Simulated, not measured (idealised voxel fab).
process module | voxel transistor to metal
cross-section cut | 165 nm wide | cells 5 nm
A cross-section is a grid of square cells, given in bands from the top down. A band is one or more rows of cells.
Each band's line starts with the height of the band's top and of its bottom, in nm. Then come its materials from left to right, each with its width in nm. One material with "throughout" fills the band from edge to edge. "air" is empty space.
Height 0 is the level under which the wafer as received is all one material. The lowest band goes on downwards, as in "0 down".
A width such as "30 to 40" changes by the same amount from each row of cells to the next, from the band's top row to its bottom row.
"no change" after a step means that no cell of the cross-section changed.
closed voids: empty space of 8 cells or more with no open way to the top, each as width x height at its distance from the left edge, in nm
after a step's settings: what the simulator itself notes on the step
overlay nm, on a step with a mask: how far to the right of its planned place the mask lay; to the left if negative
plan
1 op RECEIVE | material Si
2 op CONFORMAL_DEP | material SiO2 | thk nm 5
3 op CONFORMAL_DEP | material SiN | thk nm 10
4 op PATTERN | tone cover | mask id ACTIVE | material resist | width nm 115 | thk nm 20 | overlay nm 0
5 op DIRECTIONAL_ETCH | etch materials SiN | depth nm 10
6 op DIRECTIONAL_ETCH | etch materials SiO2 | depth nm 5
7 op DIRECTIONAL_ETCH | etch materials Si | depth nm 25
8 op STRIP | etch materials resist
9 op FILL_DEP | material SiO2 | thk nm 10
10 op CMP | height nm 15
11 op SELECTIVE_ETCH | etch materials SiO2 | depth nm 10
12 op STRIP | etch materials SiN
13 op SELECTIVE_ETCH | etch materials SiO2 | depth nm 5
14 op OXIDIZE | depth nm 5
15 op DIRECTIONAL_DEP | material polySi | thk nm 25
16 op DIRECTIONAL_DEP | material SiCN | thk nm 15
17 op MASKED_ETCH | tone cover | mask id GATE | width nm 25 | etch materials SiCN | depth nm 25 | overlay nm 0
18 op MASKED_ETCH | tone cover | mask id GATE | width nm 25 | etch materials polySi | depth nm 35 | overlay nm 0
19 op CONFORMAL_DEP | material SiN | thk nm 10
20 op DIRECTIONAL_ETCH | etch materials SiN | depth nm 10
21 op DIRECTIONAL_ETCH | etch materials SiO2 | depth nm 5
22 op DIRECTIONAL_ETCH | etch materials Si | depth nm 15
23 op EPI | material nSi | thk nm 20
24 op FILL_DEP | material SiO2 | thk nm 5
25 op CMP | height nm 25
26 op STRIP | etch materials polySi
27 op SELECTIVE_ETCH | etch materials SiO2 | depth nm 5
28 op CONFORMAL_DEP | material HfO2 | thk nm 5
29 op CONFORMAL_DEP | material TiN | thk nm 5
30 op FILL_DEP | material W | thk nm 5
31 op CMP | height nm 20
32 op DIRECTIONAL_DEP | material SiO2 | thk nm 10
33 op PATTERN | tone open | mask id CONTACT | material resist | width nm 20 | pitch nm 75 | thk nm 20 | overlay nm 0
34 op DIRECTIONAL_ETCH | etch materials SiO2 | depth nm 30
35 op STRIP | etch materials resist
36 op CONFORMAL_DEP | material TiN | thk nm 5
37 op FILL_DEP | material W | thk nm 5
38 op CMP | height nm 30
39 op CONFORMAL_DEP | material SiCN | thk nm 5
40 op DIRECTIONAL_DEP | material lowk | thk nm 20
41 op DIRECTIONAL_DEP | material aC | thk nm 15
42 op PATTERN | tone open | mask id METAL_1 | material resist | width nm 20 | pitch nm 75 | thk nm 30 | overlay nm 0
43 op DIRECTIONAL_ETCH | etch materials aC | depth nm 15
44 op STRIP | etch materials resist
45 op DIRECTIONAL_ETCH | etch materials lowk | depth nm 20
46 op DIRECTIONAL_ETCH | etch materials SiCN | depth nm 5
47 op STRIP | etch materials aC
48 op CONFORMAL_DEP | material TiN | thk nm 5
49 op FILL_DEP | material Cu | thk nm 5
50 op CMP | height nm 55
51 op EPI | material Ru | thk nm 5
52 op FILL_DEP | material SiCN | thk nm 5
53 op DIRECTIONAL_DEP | material lowk | thk nm 30
54 op MASKED_ETCH | tone open | mask id METAL_2 | width nm 20 | pitch nm 75 | etch materials lowk | depth nm 15 | overlay nm 0
55 op MASKED_ETCH | tone open | mask id METAL_2_HOLES | width nm 15 | pitch nm 75 | etch materials lowk | depth nm 15 | overlay nm 0
56 op MASKED_ETCH | tone open | mask id METAL_2_HOLES | width nm 15 | pitch nm 75 | etch materials SiCN | depth nm 5 | overlay nm 0
57 op CONFORMAL_DEP | material TiN | thk nm 5
58 op FILL_DEP | material Cu | thk nm 5
59 op CMP | height nm 95
60 op CONFORMAL_DEP | material SiCN | thk nm 5
first wafer, as planned
as received, after step 1
  0 down: Si throughout
  closed voids: none
after step 2
  5 to 0: SiO2 throughout
  below 0: unchanged
after step 3
  15 to 5: SiN throughout
  below 5: unchanged
after step 4
  35 to 15: air 25 | resist 115 | air 25
  below 15: unchanged
after step 5
  35 to 15: air 25 | resist 115 | air 25
  15 to 5: air 25 | SiN 115 | air 25
  below 5: unchanged
after step 6
  35 to 15: air 25 | resist 115 | air 25
  15 to 5: air 25 | SiN 115 | air 25
  5 to 0: air 25 | SiO2 115 | air 25
  below 0: unchanged
after step 7
  35 to 15: air 25 | resist 115 | air 25
  15 to 5: air 25 | SiN 115 | air 25
  5 to 0: air 25 | SiO2 115 | air 25
  0 to -25: air 25 | Si 115 | air 25
  below -25: unchanged
after step 8
  15 to 5: air 25 | SiN 115 | air 25
  below 5: unchanged
after step 9
  25 to 15: SiO2 throughout
  15 to 5: SiO2 25 | SiN 115 | SiO2 25
  5 to 0: SiO2 throughout
  0 to -25: SiO2 25 | Si 115 | SiO2 25
  below -25: unchanged
after step 10
  15 to 5: SiO2 25 | SiN 115 | SiO2 25
  below 5: unchanged
after step 11
  15 to 5: air 25 | SiN 115 | air 25
  below 5: unchanged
after step 12
  5 to 0: SiO2 throughout
  below 0: unchanged
after step 13
  0 to -25: SiO2 25 | Si 115 | SiO2 25
  below -25: unchanged
after step 14
  0 to -5: SiO2 throughout
  below -5: unchanged
after step 15
  25 to 0: polySi throughout
  below 0: unchanged
after step 16
  40 to 25: SiCN throughout
  below 25: unchanged
after step 17
  40 to 25: air 70 | SiCN 25 | air 70
  below 25: unchanged
after step 18
  40 to 25: air 70 | SiCN 25 | air 70
  25 to 0: air 70 | polySi 25 | air 70
  below 0: unchanged
after step 19
  50 to 40: air 60 | SiN 45 | air 60
  40 to 25: air 60 | SiN 10 | SiCN 25 | SiN 10 | air 60
  25 to 10: air 60 | SiN 10 | polySi 25 | SiN 10 | air 60
  10 to 0: SiN 70 | polySi 25 | SiN 70
  below 0: unchanged
after step 20
  40 to 25: air 60 | SiN 10 | SiCN 25 | SiN 10 | air 60
  25 to 0: air 60 | SiN 10 | polySi 25 | SiN 10 | air 60
  below 0: unchanged
after step 21
  40 to 25: air 60 | SiN 10 | SiCN 25 | SiN 10 | air 60
  25 to 0: air 60 | SiN 10 | polySi 25 | SiN 10 | air 60
  0 to -5: air 60 | SiO2 45 | air 60
  below -5: unchanged
after step 22
  40 to 25: air 60 | SiN 10 | SiCN 25 | SiN 10 | air 60
  25 to 0: air 60 | SiN 10 | polySi 25 | SiN 10 | air 60
  0 to -5: air 60 | SiO2 45 | air 60
  -5 to -20: SiO2 25 | air 35 | Si 45 | air 35 | SiO2 25
  below -20: unchanged
after step 23
  40 to 25: air 60 | SiN 10 | SiCN 25 | SiN 10 | air 60
  25 to 15: air 60 | SiN 10 | polySi 25 | SiN 10 | air 60
  15 to 0: air 40 | nSi 20 | SiN 10 | polySi 25 | SiN 10 | nSi 20 | air 40
  0 to -5: air 20 | nSi 40 | SiO2 45 | nSi 40 | air 20
  -5 to -20: SiO2 25 | nSi 35 | Si 45 | nSi 35 | SiO2 25
  below -20: unchanged
after step 24
  45 to 40: SiO2 throughout
  40 to 25: SiO2 60 | SiN 10 | SiCN 25 | SiN 10 | SiO2 60
  25 to 15: SiO2 60 | SiN 10 | polySi 25 | SiN 10 | SiO2 60
  15 to 0: SiO2 40 | nSi 20 | SiN 10 | polySi 25 | SiN 10 | nSi 20 | SiO2 40
  0 to -5: SiO2 20 | nSi 40 | SiO2 45 | nSi 40 | SiO2 20
  below -5: unchanged
after step 25
  25 to 15: SiO2 60 | SiN 10 | polySi 25 | SiN 10 | SiO2 60
  below 15: unchanged
after step 26
  25 to 15: SiO2 60 | SiN 10 | air 25 | SiN 10 | SiO2 60
  15 to 0: SiO2 40 | nSi 20 | SiN 10 | air 25 | SiN 10 | nSi 20 | SiO2 40
  below 0: unchanged
after step 27
  25 to 20: air 60 | SiN 10 | air 25 | SiN 10 | air 60
  20 to 15: SiO2 60 | SiN 10 | air 25 | SiN 10 | SiO2 60
  15 to 0: SiO2 40 | nSi 20 | SiN 10 | air 25 | SiN 10 | nSi 20 | SiO2 40
  0 to -5: SiO2 20 | nSi 40 | SiO2 5 | air 35 | SiO2 5 | nSi 40 | SiO2 20
  below -5: unchanged
after step 28
  30 to 25: air 55 | HfO2 20 | air 15 | HfO2 20 | air 55
  25 to 20: HfO2 60 | SiN 10 | HfO2 5 | air 15 | HfO2 5 | SiN 10 | HfO2 60
  20 to 15: SiO2 60 | SiN 10 | HfO2 5 | air 15 | HfO2 5 | SiN 10 | SiO2 60
  15 to 0: SiO2 40 | nSi 20 | SiN 10 | HfO2 5 | air 15 | HfO2 5 | SiN 10 | nSi 20 | SiO2 40
  0 to -5: SiO2 20 | nSi 40 | SiO2 5 | HfO2 35 | SiO2 5 | nSi 40 | SiO2 20
  below -5: unchanged
after step 29
  35 to 30: air 50 | TiN 30 | air 5 | TiN 30 | air 50
  30 to 25: TiN 55 | HfO2 20 | TiN 5 | air 5 | TiN 5 | HfO2 20 | TiN 55
  25 to 20: HfO2 60 | SiN 10 | HfO2 5 | TiN 5 | air 5 | TiN 5 | HfO2 5 | SiN 10 | HfO2 60
  20 to 15: SiO2 60 | SiN 10 | HfO2 5 | TiN 5 | air 5 | TiN 5 | HfO2 5 | SiN 10 | SiO2 60
  15 to 5: SiO2 40 | nSi 20 | SiN 10 | HfO2 5 | TiN 5 | air 5 | TiN 5 | HfO2 5 | SiN 10 | nSi 20 | SiO2 40
  5 to 0: SiO2 40 | nSi 20 | SiN 10 | HfO2 5 | TiN 15 | HfO2 5 | SiN 10 | nSi 20 | SiO2 40
  below 0: unchanged
after step 30
  40 to 35: W throughout
  35 to 30: W 50 | TiN 30 | W 5 | TiN 30 | W 50
  30 to 25: TiN 55 | HfO2 20 | TiN 5 | W 5 | TiN 5 | HfO2 20 | TiN 55
  25 to 20: HfO2 60 | SiN 10 | HfO2 5 | TiN 5 | W 5 | TiN 5 | HfO2 5 | SiN 10 | HfO2 60
  20 to 15: SiO2 60 | SiN 10 | HfO2 5 | TiN 5 | W 5 | TiN 5 | HfO2 5 | SiN 10 | SiO2 60
  15 to 5: SiO2 40 | nSi 20 | SiN 10 | HfO2 5 | TiN 5 | W 5 | TiN 5 | HfO2 5 | SiN 10 | nSi 20 | SiO2 40
  below 5: unchanged
after step 31
  20 to 15: SiO2 60 | SiN 10 | HfO2 5 | TiN 5 | W 5 | TiN 5 | HfO2 5 | SiN 10 | SiO2 60
  below 15: unchanged
after step 32
  30 to 20: SiO2 throughout
  below 20: unchanged
after step 33
  50 to 30: resist 35 | air 20 | resist 55 | air 20 | resist 35
  below 30: unchanged
after step 34
  50 to 30: resist 35 | air 20 | resist 55 | air 20 | resist 35
  30 to 20: SiO2 35 | air 20 | SiO2 55 | air 20 | SiO2 35
  20 to 15: SiO2 35 | air 20 | SiO2 5 | SiN 10 | HfO2 5 | TiN 5 | W 5 | TiN 5 | HfO2 5 | SiN 10 | SiO2 5 | air 20 | SiO2 35
  15 to 5: SiO2 35 | air 5 | nSi 20 | SiN 10 | HfO2 5 | TiN 5 | W 5 | TiN 5 | HfO2 5 | SiN 10 | nSi 20 | air 5 | SiO2 35
  5 to 0: SiO2 35 | air 5 | nSi 20 | SiN 10 | HfO2 5 | TiN 15 | HfO2 5 | SiN 10 | nSi 20 | air 5 | SiO2 35
  below 0: unchanged
after step 35
  30 to 20: SiO2 35 | air 20 | SiO2 55 | air 20 | SiO2 35
  below 20: unchanged
after step 36
  35 to 30: TiN 40 | air 10 | TiN 65 | air 10 | TiN 40
  30 to 20: SiO2 35 | TiN 5 | air 10 | TiN 5 | SiO2 55 | TiN 5 | air 10 | TiN 5 | SiO2 35
  20 to 15: SiO2 35 | TiN 20 | SiO2 5 | SiN 10 | HfO2 5 | TiN 5 | W 5 | TiN 5 | HfO2 5 | SiN 10 | SiO2 5 | TiN 20 | SiO2 35
  15 to 5: SiO2 35 | TiN 5 | nSi 20 | SiN 10 | HfO2 5 | TiN 5 | W 5 | TiN 5 | HfO2 5 | SiN 10 | nSi 20 | TiN 5 | SiO2 35
  5 to 0: SiO2 35 | TiN 5 | nSi 20 | SiN 10 | HfO2 5 | TiN 15 | HfO2 5 | SiN 10 | nSi 20 | TiN 5 | SiO2 35
  below 0: unchanged
after step 37
  40 to 35: W throughout
  35 to 30: TiN 40 | W 10 | TiN 65 | W 10 | TiN 40
  30 to 20: SiO2 35 | TiN 5 | W 10 | TiN 5 | SiO2 55 | TiN 5 | W 10 | TiN 5 | SiO2 35
  below 20: unchanged
after step 38
  30 to 20: SiO2 35 | TiN 5 | W 10 | TiN 5 | SiO2 55 | TiN 5 | W 10 | TiN 5 | SiO2 35
  below 20: unchanged
after step 39
  35 to 30: SiCN throughout
  below 30: unchanged
after step 40
  55 to 35: lowk throughout
  below 35: unchanged
after step 41
  70 to 55: aC throughout
  below 55: unchanged
after step 42
  100 to 70: resist 35 | air 20 | resist 55 | air 20 | resist 35
  below 70: unchanged
after step 43
  85 to 70: resist 35 | air 20 | resist 55 | air 20 | resist 35
  70 to 55: aC 35 | air 20 | aC 55 | air 20 | aC 35
  below 55: unchanged
after step 44
  70 to 55: aC 35 | air 20 | aC 55 | air 20 | aC 35
  below 55: unchanged
after step 45
  70 to 55: aC 35 | air 20 | aC 55 | air 20 | aC 35
  55 to 35: lowk 35 | air 20 | lowk 55 | air 20 | lowk 35
  below 35: unchanged
after step 46
  70 to 55: aC 35 | air 20 | aC 55 | air 20 | aC 35
  55 to 35: lowk 35 | air 20 | lowk 55 | air 20 | lowk 35
  35 to 30: SiCN 35 | air 20 | SiCN 55 | air 20 | SiCN 35
  below 30: unchanged
after step 47
  55 to 35: lowk 35 | air 20 | lowk 55 | air 20 | lowk 35
  below 35: unchanged
after step 48
  60 to 55: TiN 40 | air 10 | TiN 65 | air 10 | TiN 40
  55 to 35: lowk 35 | TiN 5 | air 10 | TiN 5 | lowk 55 | TiN 5 | air 10 | TiN 5 | lowk 35
  35 to 30: SiCN 35 | TiN 20 | SiCN 55 | TiN 20 | SiCN 35
  below 30: unchanged
after step 49
  65 to 60: Cu throughout
  60 to 55: TiN 40 | Cu 10 | TiN 65 | Cu 10 | TiN 40
  55 to 35: lowk 35 | TiN 5 | Cu 10 | TiN 5 | lowk 55 | TiN 5 | Cu 10 | TiN 5 | lowk 35
  below 35: unchanged
after step 50
  55 to 35: lowk 35 | TiN 5 | Cu 10 | TiN 5 | lowk 55 | TiN 5 | Cu 10 | TiN 5 | lowk 35
  below 35: unchanged
after step 51
  60 to 55: air 30 | Ru 30 | air 45 | Ru 30 | air 30
  below 55: unchanged
after step 52
  65 to 60: SiCN throughout
  60 to 55: SiCN 30 | Ru 30 | SiCN 45 | Ru 30 | SiCN 30
  below 55: unchanged
after step 53
  95 to 65: lowk throughout
  below 65: unchanged
after step 54
  95 to 80: lowk 35 | air 20 | lowk 55 | air 20 | lowk 35
  below 80: unchanged
after step 55
  95 to 80: lowk 35 | air 20 | lowk 55 | air 20 | lowk 35
  80 to 65: lowk 35 | air 15 | lowk 60 | air 15 | lowk 40
  below 65: unchanged
after step 56
  95 to 80: lowk 35 | air 20 | lowk 55 | air 20 | lowk 35
  80 to 65: lowk 35 | air 15 | lowk 60 | air 15 | lowk 40
  65 to 60: SiCN 35 | air 15 | SiCN 60 | air 15 | SiCN 40
  below 60: unchanged
after step 57
  100 to 95: TiN 40 | air 10 | TiN 65 | air 10 | TiN 40
  95 to 85: lowk 35 | TiN 5 | air 10 | TiN 5 | lowk 55 | TiN 5 | air 10 | TiN 5 | lowk 35
  85 to 80: lowk 35 | TiN 5 | air 5 | TiN 10 | lowk 55 | TiN 5 | air 5 | TiN 10 | lowk 35
  80 to 65: lowk 35 | TiN 5 | air 5 | TiN 5 | lowk 60 | TiN 5 | air 5 | TiN 5 | lowk 40
  65 to 60: SiCN 35 | TiN 15 | SiCN 60 | TiN 15 | SiCN 40
  below 60: unchanged
after step 58
  105 to 100: Cu throughout
  100 to 95: TiN 40 | Cu 10 | TiN 65 | Cu 10 | TiN 40
  95 to 85: lowk 35 | TiN 5 | Cu 10 | TiN 5 | lowk 55 | TiN 5 | Cu 10 | TiN 5 | lowk 35
  85 to 80: lowk 35 | TiN 5 | Cu 5 | TiN 10 | lowk 55 | TiN 5 | Cu 5 | TiN 10 | lowk 35
  80 to 65: lowk 35 | TiN 5 | Cu 5 | TiN 5 | lowk 60 | TiN 5 | Cu 5 | TiN 5 | lowk 40
  below 65: unchanged
after step 59
  95 to 85: lowk 35 | TiN 5 | Cu 10 | TiN 5 | lowk 55 | TiN 5 | Cu 10 | TiN 5 | lowk 35
  below 85: unchanged
after step 60
  100 to 95: SiCN throughout
  below 95: unchanged
second wafer: like start, like plan, one mistake. Through step 41 it matches the first wafer
when step 42 should have ended
  100 to 70: air 35 | resist 20 | air 55 | resist 20 | air 35
  below 70: unchanged
when step 43 should have ended
  85 to 70: air 35 | resist 20 | air 55 | resist 20 | air 35
  70 to 55: air 35 | aC 20 | air 55 | aC 20 | air 35
  below 55: unchanged
when step 44 should have ended
  70 to 55: air 35 | aC 20 | air 55 | aC 20 | air 35
  below 55: unchanged
when step 45 should have ended
  70 to 55: air 35 | aC 20 | air 55 | aC 20 | air 35
  55 to 35: air 35 | lowk 20 | air 55 | lowk 20 | air 35
  below 35: unchanged
when step 46 should have ended
  70 to 55: air 35 | aC 20 | air 55 | aC 20 | air 35
  55 to 35: air 35 | lowk 20 | air 55 | lowk 20 | air 35
  35 to 30: air 35 | SiCN 20 | air 55 | SiCN 20 | air 35
  below 30: unchanged
when step 47 should have ended
  55 to 35: air 35 | lowk 20 | air 55 | lowk 20 | air 35
  below 35: unchanged
when step 48 should have ended
  60 to 55: air 30 | TiN 30 | air 45 | TiN 30 | air 30
  55 to 35: air 30 | TiN 5 | lowk 20 | TiN 5 | air 45 | TiN 5 | lowk 20 | TiN 5 | air 30
  35 to 30: TiN 35 | SiCN 20 | TiN 55 | SiCN 20 | TiN 35
  below 30: unchanged
when step 49 should have ended
  65 to 60: Cu throughout
  60 to 55: Cu 30 | TiN 30 | Cu 45 | TiN 30 | Cu 30
  55 to 35: Cu 30 | TiN 5 | lowk 20 | TiN 5 | Cu 45 | TiN 5 | lowk 20 | TiN 5 | Cu 30
  below 35: unchanged
when step 50 should have ended
  55 to 35: Cu 30 | TiN 5 | lowk 20 | TiN 5 | Cu 45 | TiN 5 | lowk 20 | TiN 5 | Cu 30
  below 35: unchanged
when step 51 should have ended
  60 to 55: Ru 40 | air 10 | Ru 65 | air 10 | Ru 40
  below 55: unchanged
when step 52 should have ended
  65 to 60: SiCN throughout
  60 to 55: Ru 40 | SiCN 10 | Ru 65 | SiCN 10 | Ru 40
  below 55: unchanged
when step 53 should have ended
  95 to 65: lowk throughout
  below 65: unchanged
when step 54 should have ended
  95 to 80: lowk 35 | air 20 | lowk 55 | air 20 | lowk 35
  below 80: unchanged
when step 55 should have ended
  95 to 80: lowk 35 | air 20 | lowk 55 | air 20 | lowk 35
  80 to 65: lowk 35 | air 15 | lowk 60 | air 15 | lowk 40
  below 65: unchanged
when step 56 should have ended
  95 to 80: lowk 35 | air 20 | lowk 55 | air 20 | lowk 35
  80 to 65: lowk 35 | air 15 | lowk 60 | air 15 | lowk 40
  65 to 60: SiCN 35 | air 15 | SiCN 60 | air 15 | SiCN 40
  below 60: unchanged
when step 57 should have ended
  100 to 95: TiN 40 | air 10 | TiN 65 | air 10 | TiN 40
  95 to 85: lowk 35 | TiN 5 | air 10 | TiN 5 | lowk 55 | TiN 5 | air 10 | TiN 5 | lowk 35
  85 to 80: lowk 35 | TiN 5 | air 5 | TiN 10 | lowk 55 | TiN 5 | air 5 | TiN 10 | lowk 35
  80 to 65: lowk 35 | TiN 5 | air 5 | TiN 5 | lowk 60 | TiN 5 | air 5 | TiN 5 | lowk 40
  65 to 60: SiCN 35 | TiN 15 | SiCN 60 | TiN 15 | SiCN 40
  below 60: unchanged
when step 58 should have ended
  105 to 100: Cu throughout
  100 to 95: TiN 40 | Cu 10 | TiN 65 | Cu 10 | TiN 40
  95 to 85: lowk 35 | TiN 5 | Cu 10 | TiN 5 | lowk 55 | TiN 5 | Cu 10 | TiN 5 | lowk 35
  85 to 80: lowk 35 | TiN 5 | Cu 5 | TiN 10 | lowk 55 | TiN 5 | Cu 5 | TiN 10 | lowk 35
  80 to 65: lowk 35 | TiN 5 | Cu 5 | TiN 5 | lowk 60 | TiN 5 | Cu 5 | TiN 5 | lowk 40
  below 65: unchanged
when step 59 should have ended
  95 to 85: lowk 35 | TiN 5 | Cu 10 | TiN 5 | lowk 55 | TiN 5 | Cu 10 | TiN 5 | lowk 35
  below 85: unchanged
when step 60 should have ended
  100 to 95: SiCN throughout
  below 95: unchanged
what went wrong: step 42 ran as: op PATTERN | tone cover | mask id METAL_1 | material resist | width nm 20 | pitch nm 75 | thk nm 30 | overlay nm 0
at the end the second wafer has, in cells: 68 more of Cu | 17 more of Ru | 34 fewer of SiCN | 17 more of TiN | 68 fewer of lowk
